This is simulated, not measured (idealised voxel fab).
process module | voxel trench capacitor
cross-section cut | 265 nm wide | cells 5 nm
A cross-section is a grid of square cells, given in bands from the top down. A band is one or more rows of cells.
Each band's line starts with the height of the band's top and of its bottom, in nm. Then come its materials from left to right, each with its width in nm. One material with "throughout" fills the band from edge to edge. "air" is empty space.
Height 0 is the level under which the wafer as received is all one material. The lowest band goes on downwards, as in "0 down".
A width such as "30 to 40" changes by the same amount from each row of cells to the next, from the band's top row to its bottom row.
"no change" after a step means that no cell of the cross-section changed.
closed voids: empty space of 8 cells or more with no open way to the top, each as width x height at its distance from the left edge, in nm
after a step's settings: what the simulator itself notes on the step
overlay nm, on a step with a mask: how far to the right of its planned place the mask lay; to the left if negative
plan
1 op RECEIVE | material Si
2 op CONFORMAL_DEP | material SiN | thk nm 5
3 op DIRECTIONAL_DEP | material aC | thk nm 15
4 op PATTERN | tone open | mask id TRENCH | material resist | width nm 15 | pitch nm 55 | thk nm 35 | overlay nm 0
5 op DIRECTIONAL_ETCH | etch materials aC | depth nm 15
6 op STRIP | etch materials resist
7 op DIRECTIONAL_ETCH | etch materials SiN | depth nm 5
8 op DIRECTIONAL_ETCH | etch materials Si | depth nm 40
9 op STRIP | etch materials aC
10 op CONFORMAL_DEP | material HfO2 | thk nm 5
11 op CONFORMAL_DEP | material TiN | thk nm 5
12 op FILL_DEP | material W | thk nm 5
13 op CMP | height nm 5
varied across the wafers: width nm of step 4. The plan shows the first wafer's value. All wafers start alike
first wafer as received, after step 1
  0 down: Si throughout
  closed voids: none
each wafer at the end: cells of each material gained (+) or lost (-) since it was received, then its closed voids
width nm 15 | +76 HfO2 | -96 Si | +41 SiN | +32 TiN | closed voids: none
width nm 20 | +80 HfO2 | -128 Si | +37 SiN | +64 TiN | closed voids: none
width nm 25 | +84 HfO2 | -160 Si | +33 SiN | +68 TiN | +28 W | closed voids: none
width nm 30 | +88 HfO2 | -192 Si | +29 SiN | +72 TiN | +56 W | closed voids: none
width nm 35 | +92 HfO2 | -224 Si | +25 SiN | +76 TiN | +84 W | closed voids: none
width nm 40 | +96 HfO2 | -256 Si | +21 SiN | +80 TiN | +112 W | closed voids: none
